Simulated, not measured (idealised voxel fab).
Process module heading - voxel ribs on slabs
In the cross-section labelled cut, the width is 185 nm and each square cell is 5 nm.
The cross-sections in this document take the form of a grid made of square cells. They are written out as bands, in order from top to bottom. Each band consists of one or more rows of cells.
This entry defines a band. It first specifies the height of the band's top and the height of its bottom in nm, and then specifies the band's materials from left to right, stating each material with its width in nm. The word "edge to edge" identifies a single material that fills the band from edge to edge, while the word "empty" identifies empty space.
Heights are measured from 0, the level below which the as-received wafer is all one material; the lowest band has no bottom and continues downward, written as in "0..down".
With a width like "30->40", each row of cells in the band differs from the next by the same amount, the top row carrying the first number and the bottom row the second.
A step reported as "nothing different" is a step in which no cell of the cross-section changed.
This entry, "Enclosed void listing", enumerates those empty regions of no fewer than 8 cells that possess no open connection to the top. Each region is reported in the form width x height at distance, the distance being taken from the left edge, with all three quantities expressed in nm.
If you see something after the settings on a step's line, that's the simulator's own remark about that step.
overlay nm: on a step with a mask, how far right of its planned place the mask lay; negative means left.

-- Planned process steps
1) RECEIVE: material Si
2) DIRECTIONAL_DEP: material SiO2, thk nm 25
3) DIRECTIONAL_DEP: material SiN, thk nm 15
4) PATTERN: tone cover, mask id RIB, material resist, width nm 30, thk nm 15, overlay nm 0
5) DIRECTIONAL_ETCH: etch materials SiN, depth nm 5
6) STRIP: etch materials resist
7) DIRECTIONAL_DEP: material aC, thk nm 10
8) PATTERN: tone cover, mask id SLAB, material resist, width nm 60, thk nm 25, overlay nm 0
9) DIRECTIONAL_ETCH: etch materials aC, depth nm 10
10) STRIP: etch materials resist
11) DIRECTIONAL_ETCH: etch materials SiN, depth nm 10
12) STRIP: etch materials aC
13) FILL_DEP: material SiO2, thk nm 25
14) CMP: height nm 60
15) DIRECTIONAL_DEP: material W, thk nm 5
16) PATTERN: tone cover, mask id HEATER, material resist, width nm 40, thk nm 15, overlay nm 0
17) DIRECTIONAL_ETCH: etch materials W, depth nm 5
18) STRIP: etch materials resist
19) CONFORMAL_DEP: material SiN, thk nm 10

-- The cross-section here shows the wafer as received, i.e. in its state after step 1
	0..down | Si edge to edge
	Enclosed void listing: none

-- One mistake in running the module, otherwise start and plan as above: cross-section at the end
	75..70 | empty 60 nm; SiN 60 nm; empty 65 nm
	70..65 | SiN edge to edge
	65..60 | SiN 70 nm; W 40 nm; SiN 75 nm
	60..40 | SiO2 edge to edge
	40..35 | SiO2 75 nm; SiN 30 nm; SiO2 80 nm
	35..25 | SiO2 60 nm; SiN 60 nm; SiO2 65 nm
	25..0 | W edge to edge
	0..down | Si edge to edge
	Enclosed void listing: none
In executing the process, a mistake was made relative to the plan: for step 2, the planned setting was not used; the step was instead run as DIRECTIONAL_DEP: material W, thk nm 25
